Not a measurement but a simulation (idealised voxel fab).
The name of this process module is voxel transistor to metal.
Cross-section cut: width 145 nm, square cells of 5 nm.
If you're reading a cross-section in this doc, picture square cells in a grid; it comes to you as bands, top ones listed first down to the bottom, and a band can be one or more rows of cells. In this notation a band is specified by the heights of its top and bottom, in that order and in nm, after which its materials appear from left to right, each paired with its width in nm. The word "edge to edge" attached to a single material means that material fills the band from edge to edge; the word "air" stands for empty space. Note: height 0 marks the level under which the wafer is uniformly one material as received. Lowest band unbounded below, written "top 0, no bottom". Graded width ("30->40"): value in top row of band = first number; value in bottom row = second number; row-to-row change constant. "stayed the same" after a step means that no cell of the cross-section changed. Empty spaces counting at least 8 cells and having no open way to the top are listed in "Closed voids list". The notation width x height at distance is used for each, the distance being from the left edge and all three values in nm. Whatever follows a step's settings on its line is a remark the simulator itself makes about that step. overlay nm: mask right of planned place by this much (step with mask). Neg. = left.

### The process steps that were planned are listed below
| 1 | RECEIVE (material Si) |
| 2 | OXIDIZE (depth nm 5) |
| 3 | CONFORMAL_DEP (material SiN; thk nm 15) |
| 4 | DIRECTIONAL_DEP (material aC; thk nm 10) |
| 5 | PATTERN (tone cover; mask id ACTIVE; material resist; width nm 100; thk nm 30; overlay nm 0) |
| 6 | DIRECTIONAL_ETCH (etch materials aC; depth nm 10) |
| 7 | STRIP (etch materials resist) |
| 8 | DIRECTIONAL_ETCH (etch materials SiN; depth nm 15) |
| 9 | DIRECTIONAL_ETCH (etch materials SiO2; depth nm 5) |
| 10 | DIRECTIONAL_ETCH (etch materials Si; depth nm 25) |
| 11 | STRIP (etch materials aC) |
| 12 | FILL_DEP (material SiO2; thk nm 15) |
| 13 | CMP (height nm 15) |
| 14 | SELECTIVE_ETCH (etch materials SiO2; depth nm 10) |
| 15 | STRIP (etch materials SiN) |
| 16 | SELECTIVE_ETCH (etch materials SiO2; depth nm 5) |
| 17 | OXIDIZE (depth nm 5) |
| 18 | DIRECTIONAL_DEP (material polySi; thk nm 20) |
| 19 | DIRECTIONAL_DEP (material SiCN; thk nm 15) |
| 20 | PATTERN (tone cover; mask id GATE; material resist; width nm 20; thk nm 15; overlay nm 0) |
| 21 | DIRECTIONAL_ETCH (etch materials SiCN; depth nm 25) |
| 22 | DIRECTIONAL_ETCH (etch materials polySi; depth nm 30) |
| 23 | STRIP (etch materials resist) |
| 24 | CONFORMAL_DEP (material SiO2; thk nm 5) |
| 25 | DIRECTIONAL_ETCH (etch materials SiO2; depth nm 5) |
| 26 | CONFORMAL_DEP (material SiN; thk nm 5) |
| 27 | DIRECTIONAL_ETCH (etch materials SiN; depth nm 5) |
| 28 | DIRECTIONAL_ETCH (etch materials SiO2; depth nm 5) |
| 29 | DIRECTIONAL_ETCH (etch materials Si; depth nm 10) |
| 30 | EPI (material nSi; thk nm 10) |
| 31 | FILL_DEP (material SiO2; thk nm 5) |
| 32 | CMP (height nm 30) |
| 33 | DIRECTIONAL_DEP (material SiO2; thk nm 10) |
| 34 | PATTERN (tone open; mask id CONTACT; material resist; width nm 30; pitch nm 60; thk nm 20; overlay nm 0) |
| 35 | DIRECTIONAL_ETCH (etch materials SiO2; depth nm 50) |
| 36 | STRIP (etch materials resist) |
| 37 | CONFORMAL_DEP (material TiN; thk nm 5) |
| 38 | FILL_DEP (material W; thk nm 10) |
| 39 | CMP (height nm 40) |
| 40 | CONFORMAL_DEP (material SiCN; thk nm 5) |
| 41 | DIRECTIONAL_DEP (material lowk; thk nm 15) |
| 42 | PATTERN (tone open; mask id METAL_1; material resist; width nm 20; pitch nm 70; thk nm 15; overlay nm 0) |
| 43 | DIRECTIONAL_ETCH (etch materials lowk; depth nm 15) |
| 44 | DIRECTIONAL_ETCH (etch materials SiCN; depth nm 5) |
| 45 | STRIP (etch materials resist) |
| 46 | CONFORMAL_DEP (material TiN; thk nm 5) |
| 47 | FILL_DEP (material Cu; thk nm 10) |
| 48 | CMP (height nm 60) |
| 49 | CONFORMAL_DEP (material SiCN; thk nm 5) |
| 50 | DIRECTIONAL_DEP (material SiO2; thk nm 35) |
| 51 | DIRECTIONAL_DEP (material aC; thk nm 10) |
| 52 | PATTERN (tone open; mask id METAL_2_HOLES; material resist; width nm 15; pitch nm 70; thk nm 25; overlay nm 0) |
| 53 | DIRECTIONAL_ETCH (etch materials aC; depth nm 10) |
| 54 | STRIP (etch materials resist) |
| 55 | DIRECTIONAL_ETCH (etch materials SiO2; depth nm 35) |
| 56 | STRIP (etch materials aC) |
| 57 | PATTERN (tone open; mask id METAL_2; material resist; width nm 20; pitch nm 70; thk nm 15; overlay nm 0) |
| 58 | DIRECTIONAL_ETCH (etch materials SiO2; depth nm 20) |
| 59 | DIRECTIONAL_ETCH (etch materials SiCN; depth nm 5) |
| 60 | STRIP (etch materials resist) |
| 61 | CONFORMAL_DEP (material TiN; thk nm 5) |
| 62 | FILL_DEP (material Cu; thk nm 10) |
| 63 | CMP (height nm 100) |
| 64 | CONFORMAL_DEP (material SiN; thk nm 5) |

### Delivered wafer in cross-section: state after step 1
- top 0, no bottom: Si edge to edge
- Closed voids list: none

### Cross-section, first of two wafers, end of module, run as planned
- top 105, bottom 100: SiN edge to edge
- top 100, bottom 85: SiO2 25 nm, TiN 5 nm, Cu 10 nm, TiN 5 nm, SiO2 50 nm, TiN 5 nm, Cu 10 nm, TiN 5 nm, SiO2 30 nm
- top 85, bottom 80: SiO2 25 nm, TiN 5 nm, Cu 5 nm, TiN 10 nm, SiO2 50 nm, TiN 5 nm, Cu 5 nm, TiN 10 nm, SiO2 30 nm
- top 80, bottom 65: SiO2 25 nm, TiN 5 nm, Cu 5 nm, TiN 5 nm, SiO2 55 nm, TiN 5 nm, Cu 5 nm, TiN 5 nm, SiO2 35 nm
- top 65, bottom 60: SiCN 25 nm, TiN 15 nm, SiCN 55 nm, TiN 15 nm, SiCN 35 nm
- top 60, bottom 45: lowk 25 nm, TiN 5 nm, Cu 10 nm, TiN 5 nm, lowk 50 nm, TiN 5 nm, Cu 10 nm, TiN 5 nm, lowk 30 nm
- top 45, bottom 40: SiCN 25 nm, TiN 20 nm, SiCN 50 nm, TiN 20 nm, SiCN 30 nm
- top 40, bottom 30: SiO2 25 nm, TiN 5 nm, W 20->15 nm, TiN 5->10 nm, SiO2 30 nm, TiN 5->10 nm, W 20->15 nm, TiN 5 nm, SiO2 30 nm
- top 30, bottom 15: SiO2 25 nm, TiN 5 nm, W 15 nm, TiN 5 nm, SiN 5 nm, SiO2 5 nm, SiCN 20 nm, SiO2 5 nm, SiN 5 nm, TiN 5 nm, W 15 nm, TiN 5 nm, SiO2 30 nm
- top 15, bottom 5: SiO2 25 nm, TiN 5 nm, W 15 nm, TiN 5 nm, SiN 5 nm, SiO2 5 nm, polySi 20 nm, SiO2 5 nm, SiN 5 nm, TiN 5 nm, W 15 nm, TiN 5 nm, SiO2 30 nm
- top 5, bottom 0: SiO2 25 nm, TiN 25 nm, SiN 5 nm, SiO2 5 nm, polySi 20 nm, SiO2 5 nm, SiN 5 nm, TiN 25 nm, SiO2 30 nm
- top 0, bottom -5: SiO2 20 nm, SiN 5 nm, nSi 10 nm, TiN 5 nm, nSi 10 nm, SiN 5 nm, SiO2 5 nm, polySi 20 nm, SiO2 5 nm, SiN 5 nm, nSi 10 nm, TiN 5 nm, nSi 10 nm, SiN 5 nm, SiO2 25 nm
- top -5, bottom -10: SiO2 25 nm, nSi 10 nm, TiN 5 nm, nSi 10 nm, SiO2 40 nm, nSi 10 nm, TiN 5 nm, nSi 10 nm, SiO2 30 nm
- top -10, bottom -20: SiO2 20 nm, Si 5 nm, nSi 25 nm, Si 40 nm, nSi 25 nm, Si 5 nm, SiO2 25 nm
- top -20, bottom -30: SiO2 20 nm, Si 100 nm, SiO2 25 nm
- top -30, no bottom: Si edge to edge
- Closed voids list: none

### Here's the second of our two wafers sectioned at module end. Same start as the first, same plan, but one mistake got made running it
- top 105, bottom 100: SiN edge to edge
- top 100, bottom 65: W edge to edge
- top 65, bottom 60: SiCN edge to edge
- top 60, bottom 45: lowk 25 nm, TiN 5 nm, Cu 10 nm, TiN 5 nm, lowk 50 nm, TiN 5 nm, Cu 10 nm, TiN 5 nm, lowk 30 nm
- top 45, bottom 40: SiCN 25 nm, TiN 20 nm, SiCN 50 nm, TiN 20 nm, SiCN 30 nm
- top 40, bottom 30: SiO2 25 nm, TiN 5 nm, W 20->15 nm, TiN 5->10 nm, SiO2 30 nm, TiN 5->10 nm, W 20->15 nm, TiN 5 nm, SiO2 30 nm
- top 30, bottom 15: SiO2 25 nm, TiN 5 nm, W 15 nm, TiN 5 nm, SiN 5 nm, SiO2 5 nm, SiCN 20 nm, SiO2 5 nm, SiN 5 nm, TiN 5 nm, W 15 nm, TiN 5 nm, SiO2 30 nm
- top 15, bottom 5: SiO2 25 nm, TiN 5 nm, W 15 nm, TiN 5 nm, SiN 5 nm, SiO2 5 nm, polySi 20 nm, SiO2 5 nm, SiN 5 nm, TiN 5 nm, W 15 nm, TiN 5 nm, SiO2 30 nm
- top 5, bottom 0: SiO2 25 nm, TiN 25 nm, SiN 5 nm, SiO2 5 nm, polySi 20 nm, SiO2 5 nm, SiN 5 nm, TiN 25 nm, SiO2 30 nm
- top 0, bottom -5: SiO2 20 nm, SiN 5 nm, nSi 10 nm, TiN 5 nm, nSi 10 nm, SiN 5 nm, SiO2 5 nm, polySi 20 nm, SiO2 5 nm, SiN 5 nm, nSi 10 nm, TiN 5 nm, nSi 10 nm, SiN 5 nm, SiO2 25 nm
- top -5, bottom -10: SiO2 25 nm, nSi 10 nm, TiN 5 nm, nSi 10 nm, SiO2 40 nm, nSi 10 nm, TiN 5 nm, nSi 10 nm, SiO2 30 nm
- top -10, bottom -20: SiO2 20 nm, Si 5 nm, nSi 25 nm, Si 40 nm, nSi 25 nm, Si 5 nm, SiO2 25 nm
- top -20, bottom -30: SiO2 20 nm, Si 100 nm, SiO2 25 nm
- top -30, no bottom: Si edge to edge
- Closed voids list: none
Where did the run depart from the plan? step 50 was processed under conditions differing from the plan, specifically as DIRECTIONAL_DEP (material W; thk nm 35)
The second wafer ends with more or fewer cells of some materials than the first, per final count: 20 fewer of Cu; 6 more of SiCN; 153 fewer of SiO2; 36 fewer of TiN; 203 more of W
